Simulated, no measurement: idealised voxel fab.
You're looking at the process module voxel capacitor over wiring.
This is section cut - it's 175 nm across, gridded in 5 nm square cells.
Cross-section, as written here: a square-cell grid given band by band from the top down, where a band holds one or more rows of cells. Look at the band entry: it leads with the top's height and the bottom's height in nm. Then it lists the materials left to right, with a width in nm for each. The word "full width" on a single material says that material fills the band edge to edge. The word "air" is empty space. Height is counted from the level 0, under which the received wafer is composed throughout of one material. The lowest of the bands is not closed at the bottom but continues downward, in the notation "0 nm and below". Top row gets the first number, bottom row gets the second, and each row in between changes by the same step: that is how a band width like "30->40" works. Key: "no alteration" - step with no changed cell in the cross-section. In "Trapped cavities" the enclosed voids are listed, meaning empty spaces of 8 cells or larger without any opening to the top. The form is width x height at distance, distance from the left edge, units nm. It should be noted that, on the line of a given step, the content following the step's settings is a remark produced by the simulator itself with respect to that step. You can add "overlay nm" to a step's line. For a step with a mask, it describes how far the mask lay to the right of its planned position, and a negative number describes a lay to the left.
Planned process steps
1: RECEIVE with material Si
2: CONFORMAL_DEP with material SiO2, thk nm 10
3: DIRECTIONAL_DEP with material TiN, thk nm 5
4: DIRECTIONAL_DEP with material Ru, thk nm 20
5: DIRECTIONAL_DEP with material aC, thk nm 15
6: PATTERN with tone cover, mask id METAL_1, material resist, width nm 25, pitch nm 75, thk nm 30, overlay nm 0
7: DIRECTIONAL_ETCH with etch materials aC, depth nm 15
8: STRIP with etch materials resist
9: DIRECTIONAL_ETCH with etch materials Ru, depth nm 20
10: DIRECTIONAL_ETCH with etch materials TiN, depth nm 5
11: STRIP with etch materials aC
12: FILL_DEP with material lowk, thk nm 10
13: CMP with height nm 35
14: CONFORMAL_DEP with material SiCN, thk nm 5
15: DIRECTIONAL_DEP with material SiO2, thk nm 20
16: DIRECTIONAL_DEP with material aC, thk nm 10
17: PATTERN with tone open, mask id PLUG_1, material resist, width nm 15, thk nm 25, overlay nm 0
18: DIRECTIONAL_ETCH with etch materials aC, depth nm 10
19: STRIP with etch materials resist
20: DIRECTIONAL_ETCH with etch materials SiO2, depth nm 20
21: DIRECTIONAL_ETCH with etch materials SiCN, depth nm 5
22: STRIP with etch materials aC
23: EPI with material Ru, thk nm 10
24: EPI with material Ru, thk nm 10
25: EPI with material Ru, thk nm 5
26: DIRECTIONAL_DEP with material TiN, thk nm 10
27: DIRECTIONAL_DEP with material SiN, thk nm 5
28: DIRECTIONAL_DEP with material TiN, thk nm 5
29: PATTERN with tone cover, mask id UPPER_PLATE, material resist, width nm 55, thk nm 15, overlay nm 0
30: DIRECTIONAL_ETCH with etch materials TiN, depth nm 5
31: DIRECTIONAL_ETCH with etch materials SiN, depth nm 5
32: STRIP with etch materials resist
33: MASKED_ETCH with tone cover, mask id LOWER_PLATE, width nm 65, etch materials TiN, depth nm 10, overlay nm 0
34: FILL_DEP with material SiO2, thk nm 20
35: CMP with height nm 95
36: DIRECTIONAL_DEP with material aC, thk nm 10
37: PATTERN with tone open, mask id PLUG_2, material resist, width nm 15, thk nm 30, overlay nm 0
38: DIRECTIONAL_ETCH with etch materials aC, depth nm 10
39: STRIP with etch materials resist
40: DIRECTIONAL_ETCH with etch materials SiO2, depth nm 15
41: STRIP with etch materials aC
42: CONFORMAL_DEP with material TiN, thk nm 5
43: FILL_DEP with material Cu, thk nm 5
44: CMP with height nm 95
45: CONFORMAL_DEP with material SiN, thk nm 5
Of two wafers, the first: run according to plan
Cross-section, incoming material, after step 1
> 0 nm and below  Si full width
> Trapped cavities: none
So this is the wafer cross-section right after step 2
> 10 nm to 0 nm  SiO2 full width
> Lower than 0, everything is as it was.
So this is the wafer cross-section right after step 3
> 15 nm to 10 nm  TiN full width
> Lower than 10, everything is as it was.
So this is the wafer cross-section right after step 4
> 35 nm to 15 nm  Ru full width
> Lower than 15, everything is as it was.
So this is the wafer cross-section right after step 5
> 50 nm to 35 nm  aC full width
> Lower than 35, everything is as it was.
So this is the wafer cross-section right after step 6
> 80 nm to 50 nm  air 35 nm; resist 25 nm; air 50 nm; resist 25 nm; air 40 nm
> Lower than 50, everything is as it was.
So this is the wafer cross-section right after step 7
> 65 nm to 50 nm  air 35 nm; resist 25 nm; air 50 nm; resist 25 nm; air 40 nm
> 50 nm to 35 nm  air 35 nm; aC 25 nm; air 50 nm; aC 25 nm; air 40 nm
> Lower than 35, everything is as it was.
So this is the wafer cross-section right after step 8
> 50 nm to 35 nm  air 35 nm; aC 25 nm; air 50 nm; aC 25 nm; air 40 nm
> Lower than 35, everything is as it was.
So this is the wafer cross-section right after step 9
> 50 nm to 35 nm  air 35 nm; aC 25 nm; air 50 nm; aC 25 nm; air 40 nm
> 35 nm to 15 nm  air 35 nm; Ru 25 nm; air 50 nm; Ru 25 nm; air 40 nm
> Lower than 15, everything is as it was.
So this is the wafer cross-section right after step 10
> 50 nm to 35 nm  air 35 nm; aC 25 nm; air 50 nm; aC 25 nm; air 40 nm
> 35 nm to 15 nm  air 35 nm; Ru 25 nm; air 50 nm; Ru 25 nm; air 40 nm
> 15 nm to 10 nm  air 35 nm; TiN 25 nm; air 50 nm; TiN 25 nm; air 40 nm
> Lower than 10, everything is as it was.
So this is the wafer cross-section right after step 11
> 35 nm to 15 nm  air 35 nm; Ru 25 nm; air 50 nm; Ru 25 nm; air 40 nm
> Lower than 15, everything is as it was.
So this is the wafer cross-section right after step 12
> 45 nm to 35 nm  lowk full width
> 35 nm to 15 nm  lowk 35 nm; Ru 25 nm; lowk 50 nm; Ru 25 nm; lowk 40 nm
> 15 nm to 10 nm  lowk 35 nm; TiN 25 nm; lowk 50 nm; TiN 25 nm; lowk 40 nm
> Lower than 10, everything is as it was.
So this is the wafer cross-section right after step 13
> 35 nm to 15 nm  lowk 35 nm; Ru 25 nm; lowk 50 nm; Ru 25 nm; lowk 40 nm
> Lower than 15, everything is as it was.
So this is the wafer cross-section right after step 14
> 40 nm to 35 nm  SiCN full width
> Lower than 35, everything is as it was.
So this is the wafer cross-section right after step 15
> 60 nm to 40 nm  SiO2 full width
> Lower than 40, everything is as it was.
So this is the wafer cross-section right after step 16
> 70 nm to 60 nm  aC full width
> Lower than 60, everything is as it was.
So this is the wafer cross-section right after step 17
> 95 nm to 70 nm  resist 45 nm; air 15 nm; resist 115 nm
> Lower than 70, everything is as it was.
So this is the wafer cross-section right after step 18
> 85 nm to 70 nm  resist 45 nm; air 15 nm; resist 115 nm
> 70 nm to 60 nm  aC 45 nm; air 15 nm; aC 115 nm
> Lower than 60, everything is as it was.
So this is the wafer cross-section right after step 19
> 70 nm to 60 nm  aC 45 nm; air 15 nm; aC 115 nm
> Lower than 60, everything is as it was.
So this is the wafer cross-section right after step 20
> 70 nm to 60 nm  aC 45 nm; air 15 nm; aC 115 nm
> 60 nm to 40 nm  SiO2 45 nm; air 15 nm; SiO2 115 nm
> Lower than 40, everything is as it was.
So this is the wafer cross-section right after step 21
> 70 nm to 60 nm  aC 45 nm; air 15 nm; aC 115 nm
> 60 nm to 40 nm  SiO2 45 nm; air 15 nm; SiO2 115 nm
> 40 nm to 35 nm  SiCN 45 nm; air 15 nm; SiCN 115 nm
> Lower than 35, everything is as it was.
So this is the wafer cross-section right after step 22
> 60 nm to 40 nm  SiO2 45 nm; air 15 nm; SiO2 115 nm
> Lower than 40, everything is as it was.
So this is the wafer cross-section right after step 23
> 60 nm to 45 nm  SiO2 45 nm; air 15 nm; SiO2 115 nm
> 45 nm to 40 nm  SiO2 45 nm; Ru 15 nm; SiO2 115 nm
> 40 nm to 35 nm  SiCN 45 nm; Ru 15 nm; SiCN 115 nm
> Lower than 35, everything is as it was.
So this is the wafer cross-section right after step 24
> 60 nm to 55 nm  SiO2 45 nm; air 15 nm; SiO2 115 nm
> 55 nm to 40 nm  SiO2 45 nm; Ru 15 nm; SiO2 115 nm
> Lower than 40, everything is as it was.
So this is the wafer cross-section right after step 25
> 60 nm to 40 nm  SiO2 45 nm; Ru 15 nm; SiO2 115 nm
> Lower than 40, everything is as it was.
So this is the wafer cross-section right after step 26
> 70 nm to 60 nm  TiN full width
> Lower than 60, everything is as it was.
So this is the wafer cross-section right after step 27
> 75 nm to 70 nm  SiN full width
> Lower than 70, everything is as it was.
So this is the wafer cross-section right after step 28
> 80 nm to 75 nm  TiN full width
> Lower than 75, everything is as it was.
So this is the wafer cross-section right after step 29
> 95 nm to 80 nm  air 45 nm; resist 55 nm; air 75 nm
> Lower than 80, everything is as it was.
So this is the wafer cross-section right after step 30
> 95 nm to 80 nm  air 45 nm; resist 55 nm; air 75 nm
> 80 nm to 75 nm  air 45 nm; TiN 55 nm; air 75 nm
> Lower than 75, everything is as it was.
So this is the wafer cross-section right after step 31
> 95 nm to 80 nm  air 45 nm; resist 55 nm; air 75 nm
> 80 nm to 75 nm  air 45 nm; TiN 55 nm; air 75 nm
> 75 nm to 70 nm  air 45 nm; SiN 55 nm; air 75 nm
> Lower than 70, everything is as it was.
So this is the wafer cross-section right after step 32
> 80 nm to 75 nm  air 45 nm; TiN 55 nm; air 75 nm
> Lower than 75, everything is as it was.
So this is the wafer cross-section right after step 33
> 80 nm to 75 nm  air 45 nm; TiN 55 nm; air 75 nm
> 75 nm to 70 nm  air 45 nm; SiN 55 nm; air 75 nm
> 70 nm to 60 nm  air 40 nm; TiN 65 nm; air 70 nm
> Lower than 60, everything is as it was.
So this is the wafer cross-section right after step 34
> 100 nm to 80 nm  SiO2 full width
> 80 nm to 75 nm  SiO2 45 nm; TiN 55 nm; SiO2 75 nm
> 75 nm to 70 nm  SiO2 45 nm; SiN 55 nm; SiO2 75 nm
> 70 nm to 60 nm  SiO2 40 nm; TiN 65 nm; SiO2 70 nm
> Lower than 60, everything is as it was.
So this is the wafer cross-section right after step 35
> 95 nm to 80 nm  SiO2 full width
> Lower than 80, everything is as it was.
So this is the wafer cross-section right after step 36
> 105 nm to 95 nm  aC full width
> Lower than 95, everything is as it was.
So this is the wafer cross-section right after step 37
> 135 nm to 105 nm  resist 55 nm; air 15 nm; resist 105 nm
> Lower than 105, everything is as it was.
So this is the wafer cross-section right after step 38
> 125 nm to 105 nm  resist 55 nm; air 15 nm; resist 105 nm
> 105 nm to 95 nm  aC 55 nm; air 15 nm; aC 105 nm
> Lower than 95, everything is as it was.
So this is the wafer cross-section right after step 39
> 105 nm to 95 nm  aC 55 nm; air 15 nm; aC 105 nm
> Lower than 95, everything is as it was.
So this is the wafer cross-section right after step 40
> 105 nm to 95 nm  aC 55 nm; air 15 nm; aC 105 nm
> 95 nm to 80 nm  SiO2 55 nm; air 15 nm; SiO2 105 nm
> Lower than 80, everything is as it was.
So this is the wafer cross-section right after step 41
> 95 nm to 80 nm  SiO2 55 nm; air 15 nm; SiO2 105 nm
> Lower than 80, everything is as it was.
So this is the wafer cross-section right after step 42
> 100 nm to 95 nm  TiN 60 nm; air 5 nm; TiN 110 nm
> 95 nm to 85 nm  SiO2 55 nm; TiN 5 nm; air 5 nm; TiN 5 nm; SiO2 105 nm
> 85 nm to 75 nm  SiO2 55->45 nm; TiN 15->55 nm; SiO2 105->75 nm
> Lower than 75, everything is as it was.
So this is the wafer cross-section right after step 43
> 105 nm to 100 nm  Cu full width
> 100 nm to 95 nm  TiN 60 nm; Cu 5 nm; TiN 110 nm
> 95 nm to 85 nm  SiO2 55 nm; TiN 5 nm; Cu 5 nm; TiN 5 nm; SiO2 105 nm
> Lower than 85, everything is as it was.
So this is the wafer cross-section right after step 44
> 95 nm to 85 nm  SiO2 55 nm; TiN 5 nm; Cu 5 nm; TiN 5 nm; SiO2 105 nm
> Lower than 85, everything is as it was.
So this is the wafer cross-section right after step 45
> 100 nm to 95 nm  SiN full width
> Lower than 95, everything is as it was.
Companion wafer, the second of two: same beginning, same intended sequence, one mistake in carrying it out; through step 26 inclusive it tracks the first exactly
At the planned end of step 27, the second wafer in cross-section
> 75 nm to 60 nm  TiN full width
> Lower than 60, everything is as it was.
At the planned end of step 28, the second wafer in cross-section
> 80 nm to 75 nm  SiN full width
> Lower than 75, everything is as it was.
At the planned end of step 29, the second wafer in cross-section
> 95 nm to 80 nm  air 45 nm; resist 55 nm; air 75 nm
> Lower than 80, everything is as it was.
At the planned end of step 30, the second wafer in cross-section: no alteration
At the planned end of step 31, the second wafer in cross-section
> 95 nm to 80 nm  air 45 nm; resist 55 nm; air 75 nm
> 80 nm to 75 nm  air 45 nm; SiN 55 nm; air 75 nm
> Lower than 75, everything is as it was.
At the planned end of step 32, the second wafer in cross-section
> 80 nm to 75 nm  air 45 nm; SiN 55 nm; air 75 nm
> Lower than 75, everything is as it was.
At the planned end of step 33, the second wafer in cross-section
> 80 nm to 75 nm  air 45 nm; SiN 55 nm; air 75 nm
> 75 nm to 65 nm  air 40 nm; TiN 65 nm; air 70 nm
> Lower than 65, everything is as it was.
At the planned end of step 34, the second wafer in cross-section
> 100 nm to 80 nm  SiO2 full width
> 80 nm to 75 nm  SiO2 45 nm; SiN 55 nm; SiO2 75 nm
> 75 nm to 65 nm  SiO2 40 nm; TiN 65 nm; SiO2 70 nm
> Lower than 65, everything is as it was.
At the planned end of step 35, the second wafer in cross-section
> 95 nm to 80 nm  SiO2 full width
> Lower than 80, everything is as it was.
At the planned end of step 36, the second wafer in cross-section
> 105 nm to 95 nm  aC full width
> Lower than 95, everything is as it was.
At the planned end of step 37, the second wafer in cross-section
> 135 nm to 105 nm  resist 55 nm; air 15 nm; resist 105 nm
> Lower than 105, everything is as it was.
At the planned end of step 38, the second wafer in cross-section
> 125 nm to 105 nm  resist 55 nm; air 15 nm; resist 105 nm
> 105 nm to 95 nm  aC 55 nm; air 15 nm; aC 105 nm
> Lower than 95, everything is as it was.
At the planned end of step 39, the second wafer in cross-section
> 105 nm to 95 nm  aC 55 nm; air 15 nm; aC 105 nm
> Lower than 95, everything is as it was.
At the planned end of step 40, the second wafer in cross-section
> 105 nm to 95 nm  aC 55 nm; air 15 nm; aC 105 nm
> 95 nm to 80 nm  SiO2 55 nm; air 15 nm; SiO2 105 nm
> Lower than 80, everything is as it was.
At the planned end of step 41, the second wafer in cross-section
> 95 nm to 80 nm  SiO2 55 nm; air 15 nm; SiO2 105 nm
> Lower than 80, everything is as it was.
At the planned end of step 42, the second wafer in cross-section
> 100 nm to 95 nm  TiN 60 nm; air 5 nm; TiN 110 nm
> 95 nm to 85 nm  SiO2 55 nm; TiN 5 nm; air 5 nm; TiN 5 nm; SiO2 105 nm
> 85 nm to 80 nm  SiO2 55 nm; TiN 15 nm; SiO2 105 nm
> Lower than 80, everything is as it was.
At the planned end of step 43, the second wafer in cross-section
> 105 nm to 100 nm  Cu full width
> 100 nm to 95 nm  TiN 60 nm; Cu 5 nm; TiN 110 nm
> 95 nm to 85 nm  SiO2 55 nm; TiN 5 nm; Cu 5 nm; TiN 5 nm; SiO2 105 nm
> Lower than 85, everything is as it was.
At the planned end of step 44, the second wafer in cross-section
> 95 nm to 85 nm  SiO2 55 nm; TiN 5 nm; Cu 5 nm; TiN 5 nm; SiO2 105 nm
> Lower than 85, everything is as it was.
At the planned end of step 45, the second wafer in cross-section
> 100 nm to 95 nm  SiN full width
> Lower than 95, everything is as it was.
Misprocessing identified: the intended sequence of steps 27 and 28 was reversed during processing, with each occupying the position of the other
Looking at both finished wafers in cells, the second ends up ahead of or behind the first on some materials: -24 SiO2; +24 TiN
